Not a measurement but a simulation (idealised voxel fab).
The following is a process module called voxel self aligned contacts.
The cross-section shown here is cut; it is 300 nm wide and divided into square cells measuring 5 nm on a side.
We lay out every cross-section as a grid of square cells and spell it out in bands from the top down, where one band means one or more rows of cells.
The entry gives the band's vertical extent as a top height and a bottom height in nm, then its horizontal make-up as materials from left to right, each with a width in nm. "air" stands for empty space; a single material marked "all across" fills the band edge to edge.
Heights are reckoned from 0. Under this level, the received wafer is all of one material. The bottommost band is open-ended downward, for example "0 down".
Think of "30..40" as a width that walks from the first number to the second as you go down the band, top row to bottom row, taking equal-sized steps from row to row.
A step reported as "everything unchanged" is a step in which no cell of the cross-section changed.
Empty spaces counting at least 8 cells and having no open way to the top are listed in "Fully sealed cavities". The notation width x height at distance is used for each, the distance being from the left edge and all three values in nm.
Text after the settings on a step's line: the simulator's own remark on that step.
You can add "overlay nm" to a step's line. For a step with a mask, it describes how far the mask lay to the right of its planned position, and a negative number describes a lay to the left.
Process steps foreseen in the plan:
1,RECEIVE (material Si)
2,OXIDIZE (depth nm 5)
3,DIRECTIONAL_DEP (material polySi; thk nm 30)
4,DIRECTIONAL_DEP (material SiN; thk nm 20)
5,DIRECTIONAL_DEP (material aC; thk nm 10)
6,PATTERN (tone cover; mask id GATE; material resist; width nm 25; pitch nm 50; thk nm 25; overlay nm -15)
7,DIRECTIONAL_ETCH (etch materials aC; depth nm 10)
8,STRIP (etch materials resist)
9,DIRECTIONAL_ETCH (etch materials SiN; depth nm 20)
10,DIRECTIONAL_ETCH (etch materials polySi; depth nm 30)
11,STRIP (etch materials aC)
12,CONFORMAL_DEP (material SiN; thk nm 5)
13,DIRECTIONAL_ETCH (etch materials SiN; depth nm 5)
14,FILL_DEP (material SiO2; thk nm 10)
15,CMP (height nm 55)
16,PATTERN (tone open; mask id CONTACT; material resist; width nm 35; pitch nm 50; thk nm 15; overlay nm 0)
17,DIRECTIONAL_ETCH (etch materials SiO2; depth nm 60)
18,STRIP (etch materials resist)
19,CONFORMAL_DEP (material TiN; thk nm 5)
20,FILL_DEP (material W; thk nm 5)
21,CMP (height nm 55)
22,CONFORMAL_DEP (material SiCN; thk nm 5)
Variable across wafers: step 6 overlay nm (plan value is that of the first wafer; starting state common to all).
After step 1, as received: first of several wafers, cross-section:
0 down: Si all across
Fully sealed cavities: none
Last step of the module is step 22; after it, the first of several wafers in cross-section:
60 to 55: SiCN all across
55 to 50: 105 nm SiO2 | 35 nm TiN | 15 nm SiO2 | 35 nm TiN | 110 nm SiO2
50 to 30: 65 nm SiO2 | 35 nm SiN | 5 nm SiO2 | 10 nm TiN | 35 nm SiN | 5 nm SiO2 | 10 nm TiN | 35 nm SiN | 100 nm SiO2
30 to 0: 65 nm SiO2 | 5 nm SiN | 25 nm polySi | 5 nm SiN | 5 nm SiO2 | 10 nm TiN | 5 nm SiN | 25 nm polySi | 5 nm SiN | 5 nm SiO2 | 10 nm TiN | 5 nm SiN | 25 nm polySi | 5 nm SiN | 100 nm SiO2
0 to -5: 105 nm SiO2 | 10 nm TiN | 40 nm SiO2 | 10 nm TiN | 135 nm SiO2
-5 down: Si all across
Fully sealed cavities: none
The module's end: a cross-section of the last wafer:
60 to 55: SiCN all across
55 to 50: 105 nm SiO2 | 35 nm TiN | 15 nm SiO2 | 35 nm TiN | 110 nm SiO2
50 to 30: 95 nm SiO2 | 35 nm SiN | 10 nm TiN | 5 nm SiO2 | 35 nm SiN | 10 nm TiN | 5 nm SiO2 | 35 nm SiN | 70 nm SiO2
30 to 0: 95 nm SiO2 | 5 nm SiN | 25 nm polySi | 5 nm SiN | 10 nm TiN | 5 nm SiO2 | 5 nm SiN | 25 nm polySi | 5 nm SiN | 10 nm TiN | 5 nm SiO2 | 5 nm SiN | 25 nm polySi | 5 nm SiN | 70 nm SiO2
0 to -5: 130 nm SiO2 | 10 nm TiN | 40 nm SiO2 | 10 nm TiN | 110 nm SiO2
-5 down: Si all across
Fully sealed cavities: none
Gained (+) or lost (-) cells of each material since receipt, then closed voids: one row per wafer, at the end of the module:
overlay nm -15, -60 Si, +60 SiCN, +120 SiN, +452 SiO2, +58 TiN, +90 polySi, Fully sealed cavities: none
overlay nm -10, -60 Si, +60 SiCN, +120 SiN, +430 SiO2, +58 TiN, +22 W, +90 polySi, Fully sealed cavities: none
overlay nm -5, -60 Si, +60 SiCN, +120 SiN, +430 SiO2, +58 TiN, +22 W, +90 polySi, Fully sealed cavities: none
overlay nm 0, -60 Si, +60 SiCN, +120 SiN, +430 SiO2, +58 TiN, +22 W, +90 polySi, Fully sealed cavities: none
overlay nm 5, -60 Si, +60 SiCN, +120 SiN, +430 SiO2, +58 TiN, +22 W, +90 polySi, Fully sealed cavities: none
overlay nm 10, -60 Si, +60 SiCN, +120 SiN, +430 SiO2, +58 TiN, +22 W, +90 polySi, Fully sealed cavities: none
overlay nm 15, -60 Si, +60 SiCN, +120 SiN, +452 SiO2, +58 TiN, +90 polySi, Fully sealed cavities: none
